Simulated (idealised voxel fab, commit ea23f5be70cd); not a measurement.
Herein follows the process module entitled voxel self aligned vias.
Each square cell in cross-section cut measures 5 nm, and the section as a whole is 280 nm wide.
We lay out every cross-section as a grid of square cells and spell it out in bands from the top down, where one band means one or more rows of cells.
It is stipulated that each band's entry specify, in nanometres, the height of the top of the band and then that of its bottom, followed by the materials of the band in left-to-right sequence, each together with its width in nanometres. A single material marked by the word "throughout" is understood to fill the band from edge to edge; the word "blank" is understood to denote empty space.
Height datum 0, below which the as-received substrate wafer is one material. Lowest band open at the bottom, running downward: "0 down".
Quick explanation for "30 to 40": the width changes in equal steps down the rows of cells, from the first number in the band's top row to the second number in its bottom row.
No cell of the cross-section changed in a step that is given as "nothing different".
"Closed cavities" enumerates empty spaces isolated from the top, with no open way to it, that contain at least 8 cells, giving each as width x height at distance from the left edge, all three in nm.
Whatever follows a step's settings on its line is a remark the simulator itself makes about that step.
Among the settings permitted on a step's line is "overlay nm"; applied to a step with a mask, it specifies the extent to which the mask lay to the right of its planned position, whereas a negative figure signifies a position to the left.
# plan
- 1: RECEIVE: material Si
- 2: CONFORMAL_DEP: material SiO2, thk nm 15
- 3: CONFORMAL_DEP: material SiCN, thk nm 5
- 4: DIRECTIONAL_DEP: material SiO2, thk nm 20
- 5: MASKED_ETCH: tone open, mask id LINES, width nm 20, pitch nm 45, etch materials SiO2, depth nm 20, overlay nm 0
- 6: CONFORMAL_DEP: material TiN, thk nm 5
- 7: FILL_DEP: material W, thk nm 5
- 8: CMP: height nm 40
- 9: SELECTIVE_ETCH: etch materials W Ru TiN, depth nm 5
- 10: FILL_DEP: material SiN, thk nm 10
- 11: CMP: height nm 40
- 12: DIRECTIONAL_DEP: material SiO2, thk nm 15
- 13: DIRECTIONAL_DEP: material aC, thk nm 10
- 14: PATTERN: tone open, mask id VIAS, material resist, width nm 30, pitch nm 45, thk nm 25, overlay nm 0
- 15: DIRECTIONAL_ETCH: etch materials aC, depth nm 10
- 16: STRIP: etch materials resist
- 17: DIRECTIONAL_ETCH: etch materials SiO2, depth nm 15
- 18: DIRECTIONAL_ETCH: etch materials SiN, depth nm 5
- 19: STRIP: etch materials aC
- 20: CONFORMAL_DEP: material TiN, thk nm 5
- 21: FILL_DEP: material W, thk nm 5
- 22: CMP: height nm 55
- 23: CONFORMAL_DEP: material SiCN, thk nm 5
# Shown in cross-section is the wafer as received, that is, as it stands after step 1
    0 down: Si throughout
    Closed cavities: none
# Post-module cross-section of the first of two wafers (run per plan)
    60 to 55: SiCN throughout
    55 to 45: SiO2=80  TiN=5  W=20  TiN=5  SiO2=15  TiN=5  W=20  TiN=5  SiO2=15  TiN=5  W=20  TiN=5  SiO2=80
    45 to 40: SiO2=80  TiN=10  W=10  TiN=10  SiO2=15  TiN=10  W=10  TiN=10  SiO2=15  TiN=10  W=10  TiN=10  SiO2=80
    40 to 35: SiO2=85  TiN=20  SiO2=25  TiN=20  SiO2=25  TiN=20  SiO2=85
    35 to 25: SiO2=85  TiN=5  W=10  TiN=5  SiO2=25  TiN=5  W=10  TiN=5  SiO2=25  TiN=5  W=10  TiN=5  SiO2=85
    25 to 20: SiO2=85  TiN=20  SiO2=25  TiN=20  SiO2=25  TiN=20  SiO2=85
    20 to 15: SiCN throughout
    15 to 0: SiO2 throughout
    0 down: Si throughout
    Closed cavities: none
# What the second wafer looks like in cross-section once the module is done. Its start and its plan matched the first wafer's exactly; what differed was one mistake in how it was run
    60 to 55: SiCN throughout
    55 to 40: SiO2=80  TiN=5  W=20  TiN=5  SiO2=15  TiN=5  W=20  TiN=5  SiO2=15  TiN=5  W=20  TiN=5  SiO2=80
    40 to 35: SiO2=80  TiN=30  SiO2=15  TiN=30  SiO2=15  TiN=30  SiO2=80
    35 to 25: SiO2=80  TiN=10  W=10  TiN=10  SiO2=15  TiN=10  W=10  TiN=10  SiO2=15  TiN=10  W=10  TiN=10  SiO2=80
    25 to 20: SiO2=85  TiN=20  SiO2=25  TiN=20  SiO2=25  TiN=20  SiO2=85
    20 to 15: SiCN throughout
    15 to 0: SiO2 throughout
    0 down: Si throughout
    Closed cavities: none
What was done differently from what was planned? it should be noted that step 17 of the plan was executed twice
The closing comparison, in cells, has the second wafer with more or fewer of some materials than the first: SiO2: 18 fewer; TiN: 12 more; W: 6 more
